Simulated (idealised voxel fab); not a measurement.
A process module follows: voxel double patterning.
Square cell edge 5 nm, section width 145 nm, ID cut.
Cross-section = grid of square cells, listed top down in bands; band = one or more rows.
Read a band's entry like this: the first values are the height of its top and the height of its bottom in nm, and what follows is the sequence of materials from left to right, each with its width in nm. Note that "empty" is empty space, and that a single material marked "full width" reaches across the band from edge to edge.
Height datum 0, below which the as-received substrate wafer is one material. Lowest band open at the bottom, running downward: "0..down".
Read "30 to 40" as a graded width: first number on top, second number at the bottom, same change between each pair of neighbouring rows.
When a step is marked "everything unchanged", none of the cells in the cross-section changed during that step.
"Unvented voids": sealed empty spaces, 8 cells or more, no open way to top, listed width x height at distance, with distance from the left edge and width, height and distance in nm.
If you see something after the settings on a step's line, that's the simulator's own remark about that step.
overlay nm, on a step with a mask: how far to the right of its planned place the mask lay; to the left if negative
The process steps that were planned are listed below:
1,RECEIVE,material Si
2,CONFORMAL_DEP,material SiO2,thk nm 10
3,DIRECTIONAL_DEP,material W,thk nm 15
4,DIRECTIONAL_DEP,material SiN,thk nm 5
5,DIRECTIONAL_DEP,material aC,thk nm 15
6,PATTERN,tone open,mask id FIRST,material resist,width nm 15,pitch nm 50,thk nm 30,overlay nm 0
7,DIRECTIONAL_ETCH,etch materials aC,depth nm 15
8,STRIP,etch materials resist
9,DIRECTIONAL_ETCH,etch materials SiN,depth nm 5
10,STRIP,etch materials aC
11,DIRECTIONAL_DEP,material aC,thk nm 15
12,PATTERN,tone open,mask id SECOND,material resist,width nm 15,thk nm 30,overlay nm 0
13,DIRECTIONAL_ETCH,etch materials aC,depth nm 15
14,STRIP,etch materials resist
15,DIRECTIONAL_ETCH,etch materials SiN,depth nm 5
16,STRIP,etch materials aC
17,DIRECTIONAL_ETCH,etch materials W,depth nm 15
18,STRIP,etch materials SiN
First wafer of two (run as planned):
This is the cross-section of the wafer as we received it, i.e. after step 1:
    0..down  Si full width
    Unvented voids: none
Step 2 done - wafer cross-section:
    10..0  SiO2 full width
    Heights below 0 show no change.
Step 3 done - wafer cross-section:
    25..10  W full width
    Heights below 10 show no change.
Step 4 done - wafer cross-section:
    30..25  SiN full width
    Heights below 25 show no change.
Step 5 done - wafer cross-section:
    45..30  aC full width
    Heights below 30 show no change.
Step 6 done - wafer cross-section:
    75..45  40 resist; 15 empty; 35 resist; 15 empty; 40 resist
    Heights below 45 show no change.
Step 7 done - wafer cross-section:
    60..45  40 resist; 15 empty; 35 resist; 15 empty; 40 resist
    45..30  40 aC; 15 empty; 35 aC; 15 empty; 40 aC
    Heights below 30 show no change.
Step 8 done - wafer cross-section:
    45..30  40 aC; 15 empty; 35 aC; 15 empty; 40 aC
    Heights below 30 show no change.
Step 9 done - wafer cross-section:
    45..30  40 aC; 15 empty; 35 aC; 15 empty; 40 aC
    30..25  40 SiN; 15 empty; 35 SiN; 15 empty; 40 SiN
    Heights below 25 show no change.
Step 10 done - wafer cross-section:
    30..25  40 SiN; 15 empty; 35 SiN; 15 empty; 40 SiN
    Heights below 25 show no change.
Step 11 done - wafer cross-section:
    45..40  40 aC; 15 empty; 35 aC; 15 empty; 40 aC
    40..30  aC full width
    30..25  40 SiN; 15 aC; 35 SiN; 15 aC; 40 SiN
    Heights below 25 show no change.
Step 12 done - wafer cross-section:
    75..45  65 resist; 15 empty; 65 resist
    45..40  40 aC; 15 resist; 35 aC; 15 resist; 40 aC
    Heights below 40 show no change.
Step 13 done - wafer cross-section:
    60..45  65 resist; 15 empty; 65 resist
    45..40  40 aC; 15 resist; 10 aC; 15 empty; 10 aC; 15 resist; 40 aC
    40..30  65 aC; 15 empty; 65 aC
    Heights below 30 show no change.
Step 14 done - wafer cross-section:
    45..40  40 aC; 15 empty; 10 aC; 15 empty; 10 aC; 15 empty; 40 aC
    Heights below 40 show no change.
Step 15 done - wafer cross-section:
    45..40  40 aC; 15 empty; 10 aC; 15 empty; 10 aC; 15 empty; 40 aC
    40..30  65 aC; 15 empty; 65 aC
    30..25  40 SiN; 15 aC; 10 SiN; 15 empty; 10 SiN; 15 aC; 40 SiN
    Heights below 25 show no change.
Step 16 done - wafer cross-section:
    30..25  40 SiN; 15 empty; 10 SiN; 15 empty; 10 SiN; 15 empty; 40 SiN
    Heights below 25 show no change.
Step 17 done - wafer cross-section:
    30..25  40 SiN; 15 empty; 10 SiN; 15 empty; 10 SiN; 15 empty; 40 SiN
    25..10  40 W; 15 empty; 10 W; 15 empty; 10 W; 15 empty; 40 W
    Heights below 10 show no change.
Step 18 done - wafer cross-section:
    25..10  40 W; 15 empty; 10 W; 15 empty; 10 W; 15 empty; 40 W
    Heights below 10 show no change.
Notes, second wafer: start = first wafer's, plan = first wafer's, execution had one mistake; history identical to first through step 10:
Second wafer, cross-section, planned end of step 11:
    45..40  40 SiO2; 15 empty; 35 SiO2; 15 empty; 40 SiO2
    40..30  SiO2 full width
    30..25  40 SiN; 15 SiO2; 35 SiN; 15 SiO2; 40 SiN
    Heights below 25 show no change.
Second wafer, cross-section, planned end of step 12:
    75..45  65 resist; 15 empty; 65 resist
    45..40  40 SiO2; 15 resist; 35 SiO2; 15 resist; 40 SiO2
    Heights below 40 show no change.
Second wafer, cross-section, planned end of step 13:
    60..45  65 resist; 15 empty; 65 resist
    Heights below 45 show no change.
Second wafer, cross-section, planned end of step 14:
    45..40  40 SiO2; 15 empty; 35 SiO2; 15 empty; 40 SiO2
    Heights below 40 show no change.
Second wafer, cross-section, planned end of step 15: everything unchanged
Second wafer, cross-section, planned end of step 16: everything unchanged
Second wafer, cross-section, planned end of step 17: everything unchanged
Second wafer, cross-section, planned end of step 18: everything unchanged
Short version of what went wrong: it should be noted that step 11 was executed with settings other than those planned, the operation and settings actually applied being DIRECTIONAL_DEP,material SiO2,thk nm 15
Heads up, by the end the second wafer has more or fewer cells of some materials compared to the first: +23 SiN; +87 SiO2; +27 W
